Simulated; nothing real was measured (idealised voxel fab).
Process module name: voxel gate over fins
The width of the displayed cross-section, cut, is 215 nm; its cells are square, with a size of 5 nm.
This document writes a cross-section as a grid whose cells are square, and gives it as bands, listed from the top down; one or more rows of cells form a band. Top, bottom (nm), then materials left to right with widths (nm); lone material tagged "edge to edge" fills the whole band edge to edge; "air" = empty space. Heads up on the height convention: 0 is the point under which the incoming wafer is all one material, and the lowest band has no bottom, it just keeps going down, like "z 0 and below". When a width is written as two numbers, as in "30 to 40", the first number is the width in the top row of cells of the band and the second is the width in its bottom row, and the width changes by the same amount from each row to the next. A step reported as "all unchanged" is a step in which no cell of the cross-section changed. Closed empty spaces (no open way to the top) of 8 cells or more are what "Closed void catalog" lists, each as width x height at distance from the left edge, nm for all three. Whatever follows a step's settings on its line is a remark the simulator itself makes about that step. A step line may carry the setting "overlay nm", which, for steps involving a mask, states the distance by which the mask lay to the right of its intended position; negative values denote displacement to the left.
**Here's what the planned process steps look like**
1) RECEIVE,material Si
2) CONFORMAL_DEP,material SiN,thk nm 5
3) MASKED_ETCH,tone cover,mask id FINS,width nm 15,pitch nm 60,etch materials SiN,depth nm 5,overlay nm 0
4) MASKED_ETCH,tone cover,mask id FINS,width nm 15,pitch nm 60,etch materials Si,depth nm 30,overlay nm 0
5) FILL_DEP,material SiO2,thk nm 5
6) CMP,height nm 5
7) MASKED_ETCH,tone open,mask id RAIL,width nm 15,etch materials SiO2,depth nm 30,overlay nm 0
8) CONFORMAL_DEP,material TiN,thk nm 5
9) FILL_DEP,material W,thk nm 5
10) CMP,height nm 5
11) SELECTIVE_ETCH,etch materials W Ru TiN,depth nm 25
12) FILL_DEP,material SiO2,thk nm 5
13) CMP,height nm 5
14) SELECTIVE_ETCH,etch materials SiO2,depth nm 15
15) STRIP,etch materials SiN
16) CONFORMAL_DEP,material HfO2,thk nm 5
17) CONFORMAL_DEP,material TiN,thk nm 5
18) CONFORMAL_DEP,material TiAl,thk nm 5
19) CONFORMAL_DEP,material TiN,thk nm 5
20) FILL_DEP,material W,thk nm 10
21) CMP,height nm 25
22) CONFORMAL_DEP,material SiN,thk nm 5
**Wafer as received: cross-section following step 1**
	z 0 and below = Si edge to edge
	Closed void catalog: none
**Cross-section, end of module. Start: as above. Plan: as above. Execution: one mistake**
	z 30 to 25 = SiN edge to edge
	z 25 to 20 = W edge to edge
	z 20 to 15 = 50 of W / 55 of TiN / 5 of W / 55 of TiN / 50 of W
	z 15 to 10 = 50 of W / 5 of TiN / 45 of TiAl / 5 of TiN / 5 of W / 5 of TiN / 45 of TiAl / 5 of TiN / 50 of W
	z 10 to 5 = 50 of W / 5 of TiN / 5 of TiAl / 35 of TiN / 5 of TiAl / 5 of TiN / 5 of W / 5 of TiN / 5 of TiAl / 35 of TiN / 5 of TiAl / 5 of TiN / 50 of W
	z 5 to 0 = 50 of W / 5 of TiN / 5 of TiAl / 5 of TiN / 25 of HfO2 / 5 of TiN / 5 of TiAl / 5 of TiN / 5 of W / 5 of TiN / 5 of TiAl / 5 of TiN / 25 of HfO2 / 5 of TiN / 5 of TiAl / 5 of TiN / 50 of W
	z 0 to -5 = 50 of W / 5 of TiN / 5 of TiAl / 5 of TiN / 5 of HfO2 / 15 of Si / 5 of HfO2 / 5 of TiN / 5 of TiAl / 15 of TiN / 5 of TiAl / 5 of TiN / 5 of HfO2 / 15 of Si / 5 of HfO2 / 5 of TiN / 5 of TiAl / 5 of TiN / 50 of W
	z -5 to -10 = 55 of TiN / 5 of TiAl / 5 of TiN / 5 of HfO2 / 15 of Si / 5 of HfO2 / 5 of TiN / 25 of TiAl / 5 of TiN / 5 of HfO2 / 15 of Si / 5 of HfO2 / 5 of TiN / 5 of TiAl / 55 of TiN
	z -10 to -15 = 60 of TiAl / 5 of TiN / 5 of HfO2 / 15 of Si / 5 of HfO2 / 35 of TiN / 5 of HfO2 / 15 of Si / 5 of HfO2 / 5 of TiN / 60 of TiAl
	z -15 to -20 = 65 of TiN / 5 of HfO2 / 15 of Si / 5 of HfO2 / 5 of TiN / 25 of HfO2 / 5 of TiN / 5 of HfO2 / 15 of Si / 5 of HfO2 / 65 of TiN
	z -20 to -25 = 70 of HfO2 / 15 of Si / 15 of HfO2 / 15 of TiN / 15 of HfO2 / 15 of Si / 70 of HfO2
	z -25 to -30 = 70 of SiO2 / 15 of Si / 45 of SiO2 / 15 of Si / 70 of SiO2
	z -30 and below = Si edge to edge
	Closed void catalog: none
What was the processing mistake? plan step 14 was conducted twice
